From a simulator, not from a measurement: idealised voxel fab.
process module | voxel transistor to metal
cross-section cut | 150 nm wide | cells 5 nm
A cross-section is a grid of square cells, given in bands from the top down. A band is one or more rows of cells.
Each band's line starts with the height of the band's top and of its bottom, in nm. Then come its materials from left to right, each with its width in nm. One material with "throughout" fills the band from edge to edge. "air" is empty space.
Height 0 is the level under which the wafer as received is all one material. The lowest band goes on downwards, as in "0 down".
A width such as "30 to 40" changes by the same amount from each row of cells to the next, from the band's top row to its bottom row.
"no change" after a step means that no cell of the cross-section changed.
closed voids: empty space of 8 cells or more with no open way to the top, each as width x height at its distance from the left edge, in nm
after a step's settings: what the simulator itself notes on the step
overlay nm, on a step with a mask: how far to the right of its planned place the mask lay; to the left if negative
plan
1 op RECEIVE | material Si
2 op OXIDIZE | depth nm 5
3 op CONFORMAL_DEP | material SiN | thk nm 10
4 op MASKED_ETCH | tone cover | mask id ACTIVE | width nm 105 | etch materials SiN | depth nm 10 | overlay nm 0
5 op MASKED_ETCH | tone cover | mask id ACTIVE | width nm 105 | etch materials SiO2 | depth nm 5 | overlay nm 0
6 op MASKED_ETCH | tone cover | mask id ACTIVE | width nm 105 | etch materials Si | depth nm 25 | overlay nm 0
7 op FILL_DEP | material SiO2 | thk nm 15
8 op CMP | height nm 10
9 op SELECTIVE_ETCH | etch materials SiO2 | depth nm 10
10 op STRIP | etch materials SiN
11 op SELECTIVE_ETCH | etch materials SiO2 | depth nm 5
12 op OXIDIZE | depth nm 5
13 op DIRECTIONAL_DEP | material polySi | thk nm 20
14 op DIRECTIONAL_DEP | material SiCN | thk nm 10
15 op PATTERN | tone cover | mask id GATE | material resist | width nm 15 | thk nm 15 | overlay nm 0
16 op DIRECTIONAL_ETCH | etch materials SiCN | depth nm 20
17 op DIRECTIONAL_ETCH | etch materials polySi | depth nm 30
18 op STRIP | etch materials resist
19 op CONFORMAL_DEP | material SiO2 | thk nm 5
20 op DIRECTIONAL_ETCH | etch materials SiO2 | depth nm 5
21 op CONFORMAL_DEP | material SiN | thk nm 10
22 op DIRECTIONAL_ETCH | etch materials SiN | depth nm 10
23 op DIRECTIONAL_ETCH | etch materials SiO2 | depth nm 5
24 op DIRECTIONAL_ETCH | etch materials Si | depth nm 5
25 op EPI | material SiGe | thk nm 5
26 op FILL_DEP | material SiO2 | thk nm 5
27 op CMP | height nm 25
28 op DIRECTIONAL_DEP | material SiO2 | thk nm 10
29 op DIRECTIONAL_DEP | material aC | thk nm 15
30 op PATTERN | tone open | mask id CONTACT | material resist | width nm 30 | pitch nm 55 | thk nm 35 | overlay nm 0
31 op DIRECTIONAL_ETCH | etch materials aC | depth nm 15
32 op STRIP | etch materials resist
33 op DIRECTIONAL_ETCH | etch materials SiO2 | depth nm 45
34 op STRIP | etch materials aC
35 op CONFORMAL_DEP | material TiN | thk nm 5
36 op FILL_DEP | material W | thk nm 5
37 op CMP | height nm 35
38 op DIRECTIONAL_DEP | material TiN | thk nm 5
39 op DIRECTIONAL_DEP | material Ru | thk nm 15
40 op PATTERN | tone cover | mask id METAL_1 | material resist | width nm 15 | pitch nm 70 | thk nm 20 | overlay nm 0
41 op DIRECTIONAL_ETCH | etch materials Ru | depth nm 15
42 op DIRECTIONAL_ETCH | etch materials TiN | depth nm 5
43 op STRIP | etch materials resist
44 op CONFORMAL_DEP | material SiCN | thk nm 5
45 op FILL_DEP | material lowk | thk nm 10
46 op CMP | height nm 55
47 op CONFORMAL_DEP | material SiCN | thk nm 5
48 op DIRECTIONAL_DEP | material SiO2 | thk nm 35
49 op PATTERN | tone open | mask id METAL_2 | material resist | width nm 15 | pitch nm 70 | thk nm 20 | overlay nm 0
50 op DIRECTIONAL_ETCH | etch materials SiO2 | depth nm 20
51 op STRIP | etch materials resist
52 op DIRECTIONAL_DEP | material aC | thk nm 10
53 op PATTERN | tone open | mask id METAL_2_HOLES | material resist | width nm 15 | pitch nm 70 | thk nm 30 | overlay nm 0
54 op DIRECTIONAL_ETCH | etch materials aC | depth nm 10
55 op STRIP | etch materials resist
56 op DIRECTIONAL_ETCH | etch materials SiO2 | depth nm 15
57 op DIRECTIONAL_ETCH | etch materials SiCN | depth nm 5
58 op STRIP | etch materials aC
59 op CONFORMAL_DEP | material TiN | thk nm 5
60 op FILL_DEP | material Cu | thk nm 5
61 op CMP | height nm 95
62 op CONFORMAL_DEP | material SiCN | thk nm 5
first wafer, as planned
as received, after step 1
  0 down: Si throughout
  closed voids: none
after step 2
  0 to -5: SiO2 throughout
  below -5: unchanged
after step 3
  10 to 0: SiN throughout
  below 0: unchanged
after step 4
  10 to 0: air 20 | SiN 105 | air 25
  below 0: unchanged
after step 5
  10 to 0: air 20 | SiN 105 | air 25
  0 to -5: air 20 | SiO2 105 | air 25
  below -5: unchanged
after step 6
  10 to 0: air 20 | SiN 105 | air 25
  0 to -5: air 20 | SiO2 105 | air 25
  -5 to -30: air 20 | Si 105 | air 25
  below -30: unchanged
after step 7
  25 to 10: SiO2 throughout
  10 to 0: SiO2 20 | SiN 105 | SiO2 25
  0 to -5: SiO2 throughout
  -5 to -30: SiO2 20 | Si 105 | SiO2 25
  below -30: unchanged
after step 8
  10 to 0: SiO2 20 | SiN 105 | SiO2 25
  below 0: unchanged
after step 9
  10 to 0: air 20 | SiN 105 | air 25
  below 0: unchanged
after step 10
  0 to -5: SiO2 throughout
  below -5: unchanged
after step 11
  -5 to -30: SiO2 20 | Si 105 | SiO2 25
  below -30: unchanged
after step 12
  -5 to -10: SiO2 throughout
  below -10: unchanged
after step 13
  15 to -5: polySi throughout
  below -5: unchanged
after step 14
  25 to 15: SiCN throughout
  below 15: unchanged
after step 15
  40 to 25: air 65 | resist 15 | air 70
  below 25: unchanged
after step 16
  40 to 25: air 65 | resist 15 | air 70
  25 to 15: air 65 | SiCN 15 | air 70
  below 15: unchanged
after step 17
  40 to 25: air 65 | resist 15 | air 70
  25 to 15: air 65 | SiCN 15 | air 70
  15 to -5: air 65 | polySi 15 | air 70
  below -5: unchanged
after step 18
  25 to 15: air 65 | SiCN 15 | air 70
  below 15: unchanged
after step 19
  30 to 25: air 60 | SiO2 25 | air 65
  25 to 15: air 60 | SiO2 5 | SiCN 15 | SiO2 5 | air 65
  15 to 0: air 60 | SiO2 5 | polySi 15 | SiO2 5 | air 65
  0 to -5: SiO2 65 | polySi 15 | SiO2 70
  below -5: unchanged
after step 20
  25 to 15: air 60 | SiO2 5 | SiCN 15 | SiO2 5 | air 65
  15 to -5: air 60 | SiO2 5 | polySi 15 | SiO2 5 | air 65
  below -5: unchanged
after step 21
  35 to 25: air 50 | SiN 45 | air 55
  25 to 15: air 50 | SiN 10 | SiO2 5 | SiCN 15 | SiO2 5 | SiN 10 | air 55
  15 to 5: air 50 | SiN 10 | SiO2 5 | polySi 15 | SiO2 5 | SiN 10 | air 55
  5 to -5: SiN 60 | SiO2 5 | polySi 15 | SiO2 5 | SiN 65
  below -5: unchanged
after step 22
  25 to 15: air 50 | SiN 10 | SiO2 5 | SiCN 15 | SiO2 5 | SiN 10 | air 55
  15 to -5: air 50 | SiN 10 | SiO2 5 | polySi 15 | SiO2 5 | SiN 10 | air 55
  below -5: unchanged
after step 23
  25 to 20: air 50 | SiN 10 | air 5 | SiCN 15 | air 5 | SiN 10 | air 55
  20 to 15: air 50 | SiN 10 | SiO2 5 | SiCN 15 | SiO2 5 | SiN 10 | air 55
  15 to -5: air 50 | SiN 10 | SiO2 5 | polySi 15 | SiO2 5 | SiN 10 | air 55
  -5 to -10: air 50 | SiO2 45 | air 55
  below -10: unchanged
after step 24
  25 to 20: air 50 | SiN 10 | air 5 | SiCN 15 | air 5 | SiN 10 | air 55
  20 to 15: air 50 | SiN 10 | SiO2 5 | SiCN 15 | SiO2 5 | SiN 10 | air 55
  15 to -5: air 50 | SiN 10 | SiO2 5 | polySi 15 | SiO2 5 | SiN 10 | air 55
  -5 to -10: air 50 | SiO2 45 | air 55
  -10 to -15: SiO2 20 | air 30 | Si 45 | air 30 | SiO2 25
  below -15: unchanged
after step 25
  25 to 20: air 50 | SiN 10 | air 5 | SiCN 15 | air 5 | SiN 10 | air 55
  20 to 15: air 50 | SiN 10 | SiO2 5 | SiCN 15 | SiO2 5 | SiN 10 | air 55
  15 to -5: air 50 | SiN 10 | SiO2 5 | polySi 15 | SiO2 5 | SiN 10 | air 55
  -5 to -10: air 45 | SiGe 5 | SiO2 45 | SiGe 5 | air 50
  -10 to -15: SiO2 20 | SiGe 30 | Si 45 | SiGe 30 | SiO2 25
  below -15: unchanged
after step 26
  30 to 25: SiO2 throughout
  25 to 15: SiO2 50 | SiN 10 | SiO2 5 | SiCN 15 | SiO2 5 | SiN 10 | SiO2 55
  15 to -5: SiO2 50 | SiN 10 | SiO2 5 | polySi 15 | SiO2 5 | SiN 10 | SiO2 55
  -5 to -10: SiO2 45 | SiGe 5 | SiO2 45 | SiGe 5 | SiO2 50
  below -10: unchanged
after step 27
  25 to 15: SiO2 50 | SiN 10 | SiO2 5 | SiCN 15 | SiO2 5 | SiN 10 | SiO2 55
  below 15: unchanged
after step 28
  35 to 25: SiO2 throughout
  below 25: unchanged
after step 29
  50 to 35: aC throughout
  below 35: unchanged
after step 30
  85 to 50: resist 30 | air 30 | resist 25 | air 30 | resist 35
  below 50: unchanged
after step 31
  70 to 50: resist 30 | air 30 | resist 25 | air 30 | resist 35
  50 to 35: aC 30 | air 30 | aC 25 | air 30 | aC 35
  below 35: unchanged
after step 32
  50 to 35: aC 30 | air 30 | aC 25 | air 30 | aC 35
  below 35: unchanged
after step 33
  50 to 35: aC 30 | air 30 | aC 25 | air 30 | aC 35
  35 to 25: SiO2 30 | air 30 | SiO2 25 | air 30 | SiO2 35
  25 to 15: SiO2 30 | air 20 | SiN 10 | SiO2 5 | SiCN 15 | SiO2 5 | SiN 10 | air 20 | SiO2 35
  15 to -5: SiO2 30 | air 20 | SiN 10 | SiO2 5 | polySi 15 | SiO2 5 | SiN 10 | air 20 | SiO2 35
  -5 to -10: SiO2 30 | air 15 | SiGe 5 | SiO2 45 | SiGe 5 | air 15 | SiO2 35
  below -10: unchanged
after step 34
  35 to 25: SiO2 30 | air 30 | SiO2 25 | air 30 | SiO2 35
  below 25: unchanged
after step 35
  40 to 35: TiN 35 | air 20 | TiN 35 | air 20 | TiN 40
  35 to 25: SiO2 30 | TiN 5 | air 20 to 10 | TiN 5 to 15 | SiO2 25 | TiN 5 to 15 | air 20 to 10 | TiN 5 | SiO2 35
  25 to 15: SiO2 30 | TiN 5 | air 10 | TiN 5 | SiN 10 | SiO2 5 | SiCN 15 | SiO2 5 | SiN 10 | TiN 5 | air 10 | TiN 5 | SiO2 35
  15 to 0: SiO2 30 | TiN 5 | air 10 | TiN 5 | SiN 10 | SiO2 5 | polySi 15 | SiO2 5 | SiN 10 | TiN 5 | air 10 | TiN 5 | SiO2 35
  0 to -5: SiO2 30 | TiN 5 | air 5 | TiN 10 | SiN 10 | SiO2 5 | polySi 15 | SiO2 5 | SiN 10 | TiN 10 | air 5 | TiN 5 | SiO2 35
  -5 to -10: SiO2 30 | TiN 15 | SiGe 5 | SiO2 45 | SiGe 5 | TiN 15 | SiO2 35
  below -10: unchanged
after step 36
  45 to 40: W throughout
  40 to 35: TiN 35 | W 20 | TiN 35 | W 20 | TiN 40
  35 to 25: SiO2 30 | TiN 5 | W 20 to 10 | TiN 5 to 15 | SiO2 25 | TiN 5 to 15 | W 20 to 10 | TiN 5 | SiO2 35
  25 to 15: SiO2 30 | TiN 5 | W 10 | TiN 5 | SiN 10 | SiO2 5 | SiCN 15 | SiO2 5 | SiN 10 | TiN 5 | W 10 | TiN 5 | SiO2 35
  15 to 0: SiO2 30 | TiN 5 | W 10 | TiN 5 | SiN 10 | SiO2 5 | polySi 15 | SiO2 5 | SiN 10 | TiN 5 | W 10 | TiN 5 | SiO2 35
  0 to -5: SiO2 30 | TiN 5 | W 5 | TiN 10 | SiN 10 | SiO2 5 | polySi 15 | SiO2 5 | SiN 10 | TiN 10 | W 5 | TiN 5 | SiO2 35
  below -5: unchanged
after step 37
  35 to 25: SiO2 30 | TiN 5 | W 20 to 10 | TiN 5 to 15 | SiO2 25 | TiN 5 to 15 | W 20 to 10 | TiN 5 | SiO2 35
  below 25: unchanged
after step 38
  40 to 35: TiN throughout
  below 35: unchanged
after step 39
  55 to 40: Ru throughout
  below 40: unchanged
after step 40
  75 to 55: air 30 | resist 15 | air 55 | resist 15 | air 35
  below 55: unchanged
after step 41
  75 to 55: air 30 | resist 15 | air 55 | resist 15 | air 35
  55 to 40: air 30 | Ru 15 | air 55 | Ru 15 | air 35
  below 40: unchanged
after step 42
  75 to 55: air 30 | resist 15 | air 55 | resist 15 | air 35
  55 to 40: air 30 | Ru 15 | air 55 | Ru 15 | air 35
  40 to 35: air 30 | TiN 15 | air 55 | TiN 15 | air 35
  below 35: unchanged
after step 43
  55 to 40: air 30 | Ru 15 | air 55 | Ru 15 | air 35
  below 40: unchanged
after step 44
  60 to 55: air 25 | SiCN 25 | air 45 | SiCN 25 | air 30
  55 to 40: air 25 | SiCN 5 | Ru 15 | SiCN 5 | air 45 | SiCN 5 | Ru 15 | SiCN 5 | air 30
  40 to 35: SiCN 30 | TiN 15 | SiCN 55 | TiN 15 | SiCN 35
  below 35: unchanged
after step 45
  70 to 60: lowk throughout
  60 to 55: lowk 25 | SiCN 25 | lowk 45 | SiCN 25 | lowk 30
  55 to 40: lowk 25 | SiCN 5 | Ru 15 | SiCN 5 | lowk 45 | SiCN 5 | Ru 15 | SiCN 5 | lowk 30
  below 40: unchanged
after step 46
  55 to 40: lowk 25 | SiCN 5 | Ru 15 | SiCN 5 | lowk 45 | SiCN 5 | Ru 15 | SiCN 5 | lowk 30
  below 40: unchanged
after step 47
  60 to 55: SiCN throughout
  below 55: unchanged
after step 48
  95 to 60: SiO2 throughout
  below 60: unchanged
after step 49
  115 to 95: resist 30 | air 15 | resist 55 | air 15 | resist 35
  below 95: unchanged
after step 50
  115 to 95: resist 30 | air 15 | resist 55 | air 15 | resist 35
  95 to 75: SiO2 30 | air 15 | SiO2 55 | air 15 | SiO2 35
  below 75: unchanged
after step 51
  95 to 75: SiO2 30 | air 15 | SiO2 55 | air 15 | SiO2 35
  below 75: unchanged
after step 52
  105 to 95: aC 30 | air 15 | aC 55 | air 15 | aC 35
  95 to 85: SiO2 30 | air 15 | SiO2 55 | air 15 | SiO2 35
  85 to 75: SiO2 30 | aC 15 | SiO2 55 | aC 15 | SiO2 35
  below 75: unchanged
after step 53
  135 to 105: resist 30 | air 15 | resist 55 | air 15 | resist 35
  below 105: unchanged
after step 54
  125 to 105: resist 30 | air 15 | resist 55 | air 15 | resist 35
  105 to 95: aC 30 | air 15 | aC 55 | air 15 | aC 35
  95 to 75: SiO2 30 | air 15 | SiO2 55 | air 15 | SiO2 35
  below 75: unchanged
after step 55
  105 to 95: aC 30 | air 15 | aC 55 | air 15 | aC 35
  below 95: unchanged
after step 56
  105 to 95: aC 30 | air 15 | aC 55 | air 15 | aC 35
  95 to 60: SiO2 30 | air 15 | SiO2 55 | air 15 | SiO2 35
  below 60: unchanged
after step 57
  105 to 95: aC 30 | air 15 | aC 55 | air 15 | aC 35
  95 to 60: SiO2 30 | air 15 | SiO2 55 | air 15 | SiO2 35
  60 to 55: SiCN 30 | air 15 | SiCN 55 | air 15 | SiCN 35
  below 55: unchanged
after step 58
  95 to 60: SiO2 30 | air 15 | SiO2 55 | air 15 | SiO2 35
  below 60: unchanged
after step 59
  100 to 95: TiN 35 | air 5 | TiN 65 | air 5 | TiN 40
  95 to 60: SiO2 30 | TiN 5 | air 5 | TiN 5 | SiO2 55 | TiN 5 | air 5 | TiN 5 | SiO2 35
  60 to 55: SiCN 30 | TiN 15 | SiCN 55 | TiN 15 | SiCN 35
  below 55: unchanged
after step 60
  105 to 100: Cu throughout
  100 to 95: TiN 35 | Cu 5 | TiN 65 | Cu 5 | TiN 40
  95 to 60: SiO2 30 | TiN 5 | Cu 5 | TiN 5 | SiO2 55 | TiN 5 | Cu 5 | TiN 5 | SiO2 35
  below 60: unchanged
after step 61
  95 to 60: SiO2 30 | TiN 5 | Cu 5 | TiN 5 | SiO2 55 | TiN 5 | Cu 5 | TiN 5 | SiO2 35
  below 60: unchanged
after step 62
  100 to 95: SiCN throughout
  below 95: unchanged
second wafer: like start, like plan, one mistake. Through step 52 it matches the first wafer
when step 53 should have ended
  135 to 105: resist 30 | air 20 | resist 50 | air 20 | resist 30
  below 105: unchanged
when step 54 should have ended
  125 to 105: resist 30 | air 20 | resist 50 | air 20 | resist 30
  105 to 95: aC 30 | air 20 | aC 50 | air 20 | aC 30
  95 to 75: SiO2 30 | air 15 | SiO2 55 | air 15 | SiO2 35
  below 75: unchanged
when step 55 should have ended
  105 to 95: aC 30 | air 20 | aC 50 | air 20 | aC 30
  below 95: unchanged
when step 56 should have ended
  105 to 95: aC 30 | air 20 | aC 50 | air 20 | aC 30
  95 to 80: SiO2 30 | air 20 | SiO2 50 | air 20 | SiO2 30
  80 to 60: SiO2 30 | air 15 | SiO2 55 | air 15 | SiO2 35
  below 60: unchanged
when step 57 should have ended
  105 to 95: aC 30 | air 20 | aC 50 | air 20 | aC 30
  95 to 80: SiO2 30 | air 20 | SiO2 50 | air 20 | SiO2 30
  80 to 60: SiO2 30 | air 15 | SiO2 55 | air 15 | SiO2 35
  60 to 55: SiCN 30 | air 15 | SiCN 55 | air 15 | SiCN 35
  below 55: unchanged
when step 58 should have ended
  95 to 80: SiO2 30 | air 20 | SiO2 50 | air 20 | SiO2 30
  below 80: unchanged
when step 59 should have ended
  100 to 95: TiN 35 | air 10 | TiN 60 | air 10 | TiN 35
  95 to 85: SiO2 30 | TiN 5 | air 10 | TiN 5 | SiO2 50 | TiN 5 | air 10 | TiN 5 | SiO2 30
  85 to 80: SiO2 30 | TiN 5 | air 5 | TiN 10 | SiO2 50 | TiN 5 | air 5 | TiN 10 | SiO2 30
  80 to 60: SiO2 30 | TiN 5 | air 5 | TiN 5 | SiO2 55 | TiN 5 | air 5 | TiN 5 | SiO2 35
  60 to 55: SiCN 30 | TiN 15 | SiCN 55 | TiN 15 | SiCN 35
  below 55: unchanged
when step 60 should have ended
  105 to 100: Cu throughout
  100 to 95: TiN 35 | Cu 10 | TiN 60 | Cu 10 | TiN 35
  95 to 85: SiO2 30 | TiN 5 | Cu 10 | TiN 5 | SiO2 50 | TiN 5 | Cu 10 | TiN 5 | SiO2 30
  85 to 80: SiO2 30 | TiN 5 | Cu 5 | TiN 10 | SiO2 50 | TiN 5 | Cu 5 | TiN 10 | SiO2 30
  80 to 60: SiO2 30 | TiN 5 | Cu 5 | TiN 5 | SiO2 55 | TiN 5 | Cu 5 | TiN 5 | SiO2 35
  below 60: unchanged
when step 61 should have ended
  95 to 85: SiO2 30 | TiN 5 | Cu 10 | TiN 5 | SiO2 50 | TiN 5 | Cu 10 | TiN 5 | SiO2 30
  below 85: unchanged
when step 62 should have ended
  100 to 95: SiCN throughout
  below 95: unchanged
what went wrong: step 53 ran as: op PATTERN | tone open | mask id METAL_2_HOLES | material resist | width nm 20 | pitch nm 70 | thk nm 30 | overlay nm 0
at the end the second wafer has, in cells: 4 more of Cu | 6 fewer of SiO2 | 2 more of TiN
